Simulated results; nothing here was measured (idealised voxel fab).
The following process module bears the name voxel air gaps.
Shown is cross-section cut, with a width of 185 nm and square cells of size 5 nm.
A cross-section in this document is a grid of square cells, and it is written down as bands, the top band listed before the ones below it; a band is made up of one or more rows of cells. Band: top and bottom heights (nm) first, top before bottom; then materials from left to right, widths in nm. "everywhere" marks a sole material filling the band edge to edge. "empty" denotes empty space. The reference from which all heights are counted is 0, the level beneath which the as-received wafer is entirely one material; the lowest band, having no lower bound, proceeds downward and is written after the example "0..down". Think of "30..40" as a width that walks from the first number to the second as you go down the band, top row to bottom row, taking equal-sized steps from row to row. Step note "no change occurred" = no cross-section cell changed. "Completely enclosed voids" enumerates empty spaces isolated from the top, with no open way to it, that contain at least 8 cells, giving each as width x height at distance from the left edge, all three in nm. Where a step's line continues beyond its settings, the continuation is a remark by the simulator itself on that step. overlay nm: where the mask lay relative to plan, measured to the right, on steps with a mask; negatives go left.

# Listed below are the process steps as planned
| 1 | op RECEIVE | material Si |
| 2 | op CONFORMAL_DEP | material SiO2 | thk nm 10 |
| 3 | op CONFORMAL_DEP | material SiN | thk nm 5 |
| 4 | op DIRECTIONAL_DEP | material lowk | thk nm 40 |
| 5 | op MASKED_ETCH | tone open | mask id LINES | width nm 20 | pitch nm 50 | etch materials lowk | depth nm 40 | overlay nm 0 |
| 6 | op CONFORMAL_DEP | material TiN | thk nm 5 |
| 7 | op FILL_DEP | material Cu | thk nm 10 |
| 8 | op CMP | height nm 55 |
| 9 | op EPI | material Ru | thk nm 10 |
| 10 | op SELECTIVE_ETCH | etch materials lowk | depth nm 50 |
| 11 | op CONFORMAL_DEP | material SiCN | thk nm 5 |

# As-received wafer cross-section (after step 1)
  0..down | Si everywhere
  Completely enclosed voids: none

# Post-module cross-section of the first of two wafers (run per plan)
  70..65 | empty 15  SiCN 150  empty 20
  65..55 | empty 15  SiCN 5  Ru 40  SiCN 10  Ru 40  SiCN 10  Ru 40  SiCN 5  empty 20
  55..50 | empty 15  SiCN 15  TiN 5  Cu 10  TiN 5  SiCN 30  TiN 5  Cu 10  TiN 5  SiCN 30  TiN 5  Cu 10  TiN 5  SiCN 15  empty 20
  50..20 | empty 25  SiCN 5  TiN 5  Cu 10  TiN 5  SiCN 5  empty 20  SiCN 5  TiN 5  Cu 10  TiN 5  SiCN 5  empty 20  SiCN 5  TiN 5  Cu 10  TiN 5  SiCN 5  empty 30
  20..15 | SiCN 30  TiN 20  SiCN 30  TiN 20  SiCN 30  TiN 20  SiCN 35
  15..10 | SiN everywhere
  10..0 | SiO2 everywhere
  0..down | Si everywhere
  Completely enclosed voids: 20 x 30 at 55; 20 x 30 at 105

# So this is wafer number two of the two, cut at the end of the module - it started where the first did and had the same plan, we just got one thing wrong running it
  60..55 | empty 15  SiCN 150  empty 20
  55..45 | empty 15  SiCN 5  Ru 40  SiCN 10  Ru 40  SiCN 10  Ru 40  SiCN 5  empty 20
  45..40 | empty 15  SiCN 15  TiN 5  Cu 10  TiN 5  SiCN 30  TiN 5  Cu 10  TiN 5  SiCN 30  TiN 5  Cu 10  TiN 5  SiCN 15  empty 20
  40..20 | empty 25  SiCN 5  TiN 5  Cu 10  TiN 5  SiCN 5  empty 20  SiCN 5  TiN 5  Cu 10  TiN 5  SiCN 5  empty 20  SiCN 5  TiN 5  Cu 10  TiN 5  SiCN 5  empty 30
  20..15 | SiCN 30  TiN 20  SiCN 30  TiN 20  SiCN 30  TiN 20  SiCN 35
  15..10 | SiN everywhere
  10..0 | SiO2 everywhere
  0..down | Si everywhere
  Completely enclosed voids: 20 x 20 at 55; 20 x 20 at 105
In executing the process, a mistake was made relative to the plan: step 8, actual vs plan mismatch, actual run op CMP | height nm 45
Final difference in cells, second wafer against first, listed per material as more or fewer: -12 Cu; -12 SiCN; -12 TiN
